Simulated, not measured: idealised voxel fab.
This is a process module. Its name is voxel tone inversion.
Shown is cross-section cut, with a width of 230 nm and square cells of size 5 nm.
For the purposes of this document, a cross-section shall be understood as a grid of square cells, specified as bands listed in top-to-bottom order, each band consisting of one or more rows of cells. Heads up on the band format: heights come first, top then bottom, in nm. After that it's the materials left to right, each with its width in nm. A single material flagged "edge to edge" fills the whole band edge to edge, and "air" means there's empty space there. Heights are measured from 0, the level below which the as-received wafer is all one material; the lowest band has no bottom and continues downward, written as in "0 -> down". It should be noted that a width expressed as "30..40" varies in equal increments from row to row of cells within the band, taking the value of the first number at the top row and that of the second number at the bottom row. What does "nothing was modified" mean for a step? It means no cell of the cross-section changed in that step. Listed in "Sealed cavities": every empty space of 8 or more cells without an open way to the top. Form: width x height at distance, the distance being from the left edge, all in nm. Text after the settings on a step's line: the simulator's own remark on that step. Among the settings permitted on a step's line is "overlay nm"; applied to a step with a mask, it specifies the extent to which the mask lay to the right of its planned position, whereas a negative figure signifies a position to the left.

# Steps planned for the process
1) op RECEIVE | material Si
2) op CONFORMAL_DEP | material SiN | thk nm 10
3) op DIRECTIONAL_DEP | material aC | thk nm 25
4) op PATTERN | tone cover | mask id POSTS | material resist | width nm 20 | pitch nm 35 | thk nm 35 | overlay nm 0
5) op DIRECTIONAL_ETCH | etch materials aC | depth nm 25
6) op STRIP | etch materials resist
7) op FILL_DEP | material lowk | thk nm 10
8) op CMP | height nm 35
9) op STRIP | etch materials aC

# Cross-sectional view of the wafer in its as-received condition, corresponding to the state after step 1
- 0 -> down | Si edge to edge
- Sealed cavities: none

# The following cross-section depicts the wafer upon conclusion of the module. Processing commenced from the starting condition illustrated above and adhered to the plan illustrated above, save for one mistake in execution
- 35 -> 10 | 65 lowk; 20 air; 15 lowk; 20 air; 15 lowk; 20 air; 75 lowk
- 10 -> 0 | SiN edge to edge
- 0 -> down | Si edge to edge
- Sealed cavities: none
Heads up, the wafer didn't run the way we planned it: the process deviated at step 4: the operation and settings actually run there were op PATTERN | tone cover | mask id POSTS | material resist | width nm 20 | pitch nm 35 | thk nm 35 | overlay nm -5
